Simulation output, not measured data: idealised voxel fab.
Documented hereafter: the process module known as voxel released beams.
cross-section cut | 300 nm wide | cells 5 nm
Format of a cross-section: grid, square cells. Given as bands. Order: top down. Band: one or more rows of cells.
Band: top and bottom heights (nm) first, top before bottom; then materials from left to right, widths in nm. "edge to edge" marks a sole material filling the band edge to edge. "blank" denotes empty space.
A quick word on heights: they are counted from 0, and under that level the wafer as it came to us is one material throughout. The lowest band is different from the rest in having no bottom; it simply continues downward, written as in "top 0, no bottom".
The two numbers in a width such as "30->40" mark its ends across the band: the first belongs to the top row of cells, the second to the bottom row, and from each row to the next the width moves by the same amount.
Where a step carries "nothing different", the cross-section came out of it unchanged, cell for cell.
Listed in "Enclosed empty spaces": every empty space of 8 or more cells without an open way to the top. Form: width x height at distance, the distance being from the left edge, all in nm.
Past the settings on a step's line: simulator remark, on that step.
The "overlay nm" setting may appear on a step's line; for a step that uses a mask, it gives how far to the right of its planned position the mask lay, and a negative value indicates the left.
Read the rest as pairs. Take the cross-section before one process step, then the cross-section after it, which shows only down to the lowest band that changed. Under the pair, find the step between them and its settings. Bear in mind that pairs may come from different runs of this module on the same starting wafer: link a pair to the pair above it only where its entry headed "Pre-step geometry" says to.

PRE-STEP GEOMETRY
> top 50, bottom 40: 95 nm blank, 25 nm aC, 5 nm blank, 70 nm aC, 105 nm blank
> top 40, bottom 35: 95 nm blank, 100 nm aC, 105 nm blank
> top 35, bottom 25: 95 nm blank, 25 nm SiN, 5 nm aC, 70 nm SiN, 105 nm blank
> top 25, bottom 20: 95 nm blank, 100 nm SiN, 105 nm blank
> top 20, bottom 10: 105 nm SiO2, 35 nm SiN, 160 nm SiO2
> top 10, bottom 0: Al2O3 edge to edge
> top 0, no bottom: Si edge to edge
> Enclosed empty spaces: none

CROSS-SECTION AFTER STEP
> top 35, bottom 25: 95 nm blank, 25 nm SiN, 5 nm blank, 70 nm SiN, 105 nm blank
> Whatever lies below 25 is exactly as it was before.
> Enclosed empty spaces: none
Can you say which step sits between the two cross-sections above? op STRIP | etch materials aC

Pre-step geometry: see the after view in the pair directly above.

CROSS-SECTION AFTER STEP
> top 35, bottom 25: 95 nm blank, 25 nm SiN, 5 nm blank, 70 nm SiN, 105 nm blank
> top 25, bottom 20: 95 nm blank, 100 nm SiN, 105 nm blank
> top 20, bottom 10: 105 nm blank, 35 nm SiN, 160 nm blank
> Whatever lies below 10 is exactly as it was before.
> Enclosed empty spaces: none
Can you say which step sits between the two cross-sections above? op STRIP | etch materials SiO2

PRE-STEP GEOMETRY
> top 30, bottom 20: aC edge to edge
> top 20, bottom 10: SiO2 edge to edge
> top 10, bottom 0: Al2O3 edge to edge
> top 0, no bottom: Si edge to edge
> Enclosed empty spaces: none

CROSS-SECTION AFTER STEP
> top 55, bottom 30: 90 nm resist, 40 nm blank, 170 nm resist
> Whatever lies below 30 is exactly as it was before.
> Enclosed empty spaces: none
Can you say which step sits between the two cross-sections above? op PATTERN | tone open | mask id ANCHOR | material resist | width nm 40 | thk nm 25 | overlay nm -10

Pre-step geometry: see the after view in the pair directly above.

CROSS-SECTION AFTER STEP
> top 45, bottom 30: 90 nm resist, 40 nm blank, 170 nm resist
> top 30, bottom 20: 90 nm aC, 40 nm blank, 170 nm aC
> Whatever lies below 20 is exactly as it was before.
> Enclosed empty spaces: none
Can you say which step sits between the two cross-sections above? op DIRECTIONAL_ETCH | etch materials aC | depth nm 10

Pre-step geometry: see the after view in the pair directly above.

CROSS-SECTION AFTER STEP
> top 30, bottom 20: 90 nm aC, 40 nm blank, 170 nm aC
> Whatever lies below 20 is exactly as it was before.
> Enclosed empty spaces: none
Can you say which step sits between the two cross-sections above? op STRIP | etch materials resist

Pre-step geometry: see the after view in the pair directly above.

CROSS-SECTION AFTER STEP
> top 30, bottom 20: 90 nm aC, 40 nm blank, 170 nm aC
> top 20, bottom 10: 90 nm SiO2, 40 nm blank, 170 nm SiO2
> Whatever lies below 10 is exactly as it was before.
> Enclosed empty spaces: none
Can you say which step sits between the two cross-sections above? op DIRECTIONAL_ETCH | etch materials SiO2 | depth nm 10

Pre-step geometry: see the after view in the pair directly above.

CROSS-SECTION AFTER STEP
> top 20, bottom 10: 90 nm SiO2, 40 nm blank, 170 nm SiO2
> Whatever lies below 10 is exactly as it was before.
> Enclosed empty spaces: none
Can you say which step sits between the two cross-sections above? op STRIP | etch materials aC

Pre-step geometry: see the after view in the pair directly above.

CROSS-SECTION AFTER STEP
> top 35, bottom 25: 105 nm SiN, 10 nm blank, 185 nm SiN
> top 25, bottom 20: SiN edge to edge
> top 20, bottom 10: 90 nm SiO2, 40 nm SiN, 170 nm SiO2
> Whatever lies below 10 is exactly as it was before.
> Enclosed empty spaces: none
Can you say which step sits between the two cross-sections above? op CONFORMAL_DEP | material SiN | thk nm 15

Pre-step geometry: see the after view in the pair directly above.

CROSS-SECTION AFTER STEP
> top 50, bottom 40: 105 nm aC, 10 nm blank, 185 nm aC
> top 40, bottom 35: aC edge to edge
> top 35, bottom 25: 105 nm SiN, 10 nm aC, 185 nm SiN
> Whatever lies below 25 is exactly as it was before.
> Enclosed empty spaces: none
Can you say which step sits between the two cross-sections above? op DIRECTIONAL_DEP | material aC | thk nm 15

Pre-step geometry: see the after view in the pair directly above.

CROSS-SECTION AFTER STEP
> top 80, bottom 50: 95 nm blank, 100 nm resist, 105 nm blank
> top 50, bottom 40: 105 nm aC, 10 nm resist, 185 nm aC
> Whatever lies below 40 is exactly as it was before.
> Enclosed empty spaces: none
Can you say which step sits between the two cross-sections above? op PATTERN | tone cover | mask id BEAM | material resist | width nm 100 | thk nm 30 | overlay nm 0

Pre-step geometry: see the after view in the pair directly above.

CROSS-SECTION AFTER STEP
> top 65, bottom 50: 95 nm blank, 100 nm resist, 105 nm blank
> top 50, bottom 40: 95 nm blank, 10 nm aC, 10 nm resist, 80 nm aC, 105 nm blank
> top 40, bottom 35: 95 nm blank, 100 nm aC, 105 nm blank
> Whatever lies below 35 is exactly as it was before.
> Enclosed empty spaces: none
Can you say which step sits between the two cross-sections above? op DIRECTIONAL_ETCH | etch materials aC | depth nm 15

Pre-step geometry: see the after view in the pair directly above.

CROSS-SECTION AFTER STEP
> top 50, bottom 40: 95 nm blank, 10 nm aC, 10 nm blank, 80 nm aC, 105 nm blank
> Whatever lies below 40 is exactly as it was before.
> Enclosed empty spaces: none
Can you say which step sits between the two cross-sections above? op STRIP | etch materials resist

Pre-step geometry: see the after view in the pair directly above.

CROSS-SECTION AFTER STEP
> top 50, bottom 40: 95 nm blank, 10 nm aC, 10 nm blank, 80 nm aC, 105 nm blank
> top 40, bottom 35: 95 nm blank, 100 nm aC, 105 nm blank
> top 35, bottom 25: 95 nm blank, 10 nm SiN, 10 nm aC, 80 nm SiN, 105 nm blank
> top 25, bottom 20: 95 nm blank, 100 nm SiN, 105 nm blank
> Whatever lies below 20 is exactly as it was before.
> Enclosed empty spaces: none
Can you say which step sits between the two cross-sections above? op DIRECTIONAL_ETCH | etch materials SiN | depth nm 15

Pre-step geometry: see the after view in the pair directly above.

CROSS-SECTION AFTER STEP
> top 35, bottom 25: 95 nm blank, 10 nm SiN, 10 nm blank, 80 nm SiN, 105 nm blank
> Whatever lies below 25 is exactly as it was before.
> Enclosed empty spaces: none
Can you say which step sits between the two cross-sections above? op STRIP | etch materials aC

Pre-step geometry: see the after view in the pair directly above.

CROSS-SECTION AFTER STEP
> top 35, bottom 25: 95 nm blank, 10 nm SiN, 10 nm blank, 80 nm SiN, 105 nm blank
> top 25, bottom 20: 95 nm blank, 100 nm SiN, 105 nm blank
> top 20, bottom 10: 90 nm blank, 40 nm SiN, 170 nm blank
> Whatever lies below 10 is exactly as it was before.
> Enclosed empty spaces: none
Can you say which step sits between the two cross-sections above? op STRIP | etch materials SiO2

PRE-STEP GEOMETRY
> top 30, bottom 20: 100 nm aC, 40 nm blank, 160 nm aC
> top 20, bottom 10: 100 nm SiO2, 40 nm blank, 160 nm SiO2
> top 10, bottom 0: Al2O3 edge to edge
> top 0, no bottom: Si edge to edge
> Enclosed empty spaces: none

CROSS-SECTION AFTER STEP
> top 0, no bottom: Si edge to edge
> Enclosed empty spaces: none
Can you say which step sits between the two cross-sections above? op STRIP | etch materials Al2O3

Pre-step geometry: see the after view in the pair directly above.

CROSS-SECTION AFTER STEP
> top 15, bottom 0: SiN edge to edge
> Whatever lies below 0 is exactly as it was before.
> Enclosed empty spaces: none
Can you say which step sits between the two cross-sections above? op CONFORMAL_DEP | material SiN | thk nm 15

Pre-step geometry: see the after view in the pair directly above.

CROSS-SECTION AFTER STEP
> top 30, bottom 15: aC edge to edge
> Whatever lies below 15 is exactly as it was before.
> Enclosed empty spaces: none
Can you say which step sits between the two cross-sections above? op DIRECTIONAL_DEP | material aC | thk nm 15

Pre-step geometry: see the after view in the pair directly above.

CROSS-SECTION AFTER STEP
> top 60, bottom 30: 95 nm blank, 100 nm resist, 105 nm blank
> Whatever lies below 30 is exactly as it was before.
> Enclosed empty spaces: none
Can you say which step sits between the two cross-sections above? op PATTERN | tone cover | mask id BEAM | material resist | width nm 100 | thk nm 30 | overlay nm 0

Pre-step geometry: see the after view in the pair directly above.

CROSS-SECTION AFTER STEP
> top 45, bottom 30: 95 nm blank, 100 nm resist, 105 nm blank
> top 30, bottom 15: 95 nm blank, 100 nm aC, 105 nm blank
> Whatever lies below 15 is exactly as it was before.
> Enclosed empty spaces: none
Can you say which step sits between the two cross-sections above? op DIRECTIONAL_ETCH | etch materials aC | depth nm 15

Pre-step geometry: see the after view in the pair directly above.

CROSS-SECTION AFTER STEP
> top 30, bottom 15: 95 nm blank, 100 nm aC, 105 nm blank
> Whatever lies below 15 is exactly as it was before.
> Enclosed empty spaces: none
Can you say which step sits between the two cross-sections above? op STRIP | etch materials resist

Pre-step geometry: see the after view in the pair directly above.

CROSS-SECTION AFTER STEP
> top 30, bottom 15: 95 nm blank, 100 nm aC, 105 nm blank
> top 15, bottom 0: 95 nm blank, 100 nm SiN, 105 nm blank
> Whatever lies below 0 is exactly as it was before.
> Enclosed empty spaces: none
Can you say which step sits between the two cross-sections above? op DIRECTIONAL_ETCH | etch materials SiN | depth nm 15

Pre-step geometry: see the after view in the pair directly above.

CROSS-SECTION AFTER STEP
> top 15, bottom 0: 95 nm blank, 100 nm SiN, 105 nm blank
> Whatever lies below 0 is exactly as it was before.
> Enclosed empty spaces: none
Can you say which step sits between the two cross-sections above? op STRIP | etch materials aC

PRE-STEP GEOMETRY
> top 30, bottom 20: aC edge to edge
> top 20, bottom 10: SiO2 edge to edge
> top 10, bottom 0: Al2O3 edge to edge
> top 0, no bottom: Si edge to edge
> Enclosed empty spaces: none

CROSS-SECTION AFTER STEP
> top 55, bottom 30: 100 nm blank, 40 nm resist, 160 nm blank
> Whatever lies below 30 is exactly as it was before.
> Enclosed empty spaces: none
Can you say which step sits between the two cross-sections above? op PATTERN | tone cover | mask id ANCHOR | material resist | width nm 40 | thk nm 25 | overlay nm 0

Pre-step geometry: see the after view in the pair directly above.

CROSS-SECTION AFTER STEP
> top 45, bottom 30: 100 nm blank, 40 nm resist, 160 nm blank
> top 30, bottom 20: 100 nm blank, 40 nm aC, 160 nm blank
> Whatever lies below 20 is exactly as it was before.
> Enclosed empty spaces: none
Can you say which step sits between the two cross-sections above? op DIRECTIONAL_ETCH | etch materials aC | depth nm 10

Pre-step geometry: see the after view in the pair directly above.

CROSS-SECTION AFTER STEP
> top 30, bottom 20: 100 nm blank, 40 nm aC, 160 nm blank
> Whatever lies below 20 is exactly as it was before.
> Enclosed empty spaces: none
Can you say which step sits between the two cross-sections above? op STRIP | etch materials resist

Pre-step geometry: see the after view in the pair directly above.

CROSS-SECTION AFTER STEP
> top 30, bottom 20: 100 nm blank, 40 nm aC, 160 nm blank
> top 20, bottom 10: 100 nm blank, 40 nm SiO2, 160 nm blank
> Whatever lies below 10 is exactly as it was before.
> Enclosed empty spaces: none
Can you say which step sits between the two cross-sections above? op DIRECTIONAL_ETCH | etch materials SiO2 | depth nm 10

Pre-step geometry: see the after view in the pair directly above.

CROSS-SECTION AFTER STEP
> top 20, bottom 10: 100 nm blank, 40 nm SiO2, 160 nm blank
> Whatever lies below 10 is exactly as it was before.
> Enclosed empty spaces: none
Can you say which step sits between the two cross-sections above? op STRIP | etch materials aC

Pre-step geometry: see the after view in the pair directly above.

CROSS-SECTION AFTER STEP
> top 35, bottom 25: 85 nm blank, 70 nm SiN, 145 nm blank
> top 25, bottom 20: SiN edge to edge
> top 20, bottom 10: 100 nm SiN, 40 nm SiO2, 160 nm SiN
> Whatever lies below 10 is exactly as it was before.
> Enclosed empty spaces: none
Can you say which step sits between the two cross-sections above? op CONFORMAL_DEP | material SiN | thk nm 15

Pre-step geometry: see the after view in the pair directly above.

CROSS-SECTION AFTER STEP
> top 50, bottom 40: 85 nm blank, 70 nm aC, 145 nm blank
> top 40, bottom 35: aC edge to edge
> top 35, bottom 25: 85 nm aC, 70 nm SiN, 145 nm aC
> Whatever lies below 25 is exactly as it was before.
> Enclosed empty spaces: none
Can you say which step sits between the two cross-sections above? op DIRECTIONAL_DEP | material aC | thk nm 15

Pre-step geometry: see the after view in the pair directly above.

CROSS-SECTION AFTER STEP
> top 80, bottom 50: 95 nm blank, 100 nm resist, 105 nm blank
> top 50, bottom 40: 85 nm blank, 70 nm aC, 40 nm resist, 105 nm blank
> Whatever lies below 40 is exactly as it was before.
> Enclosed empty spaces: none
Can you say which step sits between the two cross-sections above? op PATTERN | tone cover | mask id BEAM | material resist | width nm 100 | thk nm 30 | overlay nm 0

Pre-step geometry: see the after view in the pair directly above.

CROSS-SECTION AFTER STEP
> top 65, bottom 50: 95 nm blank, 100 nm resist, 105 nm blank
> top 50, bottom 40: 95 nm blank, 60 nm aC, 40 nm resist, 105 nm blank
> top 40, bottom 35: 95 nm blank, 100 nm aC, 105 nm blank
> top 35, bottom 25: 85 nm blank, 70 nm SiN, 40 nm aC, 105 nm blank
> Whatever lies below 25 is exactly as it was before.
> Enclosed empty spaces: none
Can you say which step sits between the two cross-sections above? op DIRECTIONAL_ETCH | etch materials aC | depth nm 15

Pre-step geometry: see the after view in the pair directly above.

CROSS-SECTION AFTER STEP
> top 50, bottom 40: 95 nm blank, 60 nm aC, 145 nm blank
> Whatever lies below 40 is exactly as it was before.
> Enclosed empty spaces: none
Can you say which step sits between the two cross-sections above? op STRIP | etch materials resist

Pre-step geometry: see the after view in the pair directly above.

CROSS-SECTION AFTER STEP
> top 50, bottom 40: 95 nm blank, 60 nm aC, 145 nm blank
> top 40, bottom 35: 95 nm blank, 100 nm aC, 105 nm blank
> top 35, bottom 25: 95 nm blank, 60 nm SiN, 40 nm aC, 105 nm blank
> top 25, bottom 20: 95 nm blank, 100 nm SiN, 105 nm blank
> top 20, bottom 10: 85 nm blank, 15 nm SiN, 40 nm SiO2, 55 nm SiN, 105 nm blank
> Whatever lies below 10 is exactly as it was before.
> Enclosed empty spaces: none
Can you say which step sits between the two cross-sections above? op DIRECTIONAL_ETCH | etch materials SiN | depth nm 15

Pre-step geometry: see the after view in the pair directly above.

CROSS-SECTION AFTER STEP
> top 35, bottom 25: 95 nm blank, 60 nm SiN, 145 nm blank
> Whatever lies below 25 is exactly as it was before.
> Enclosed empty spaces: none
Can you say which step sits between the two cross-sections above? op STRIP | etch materials aC
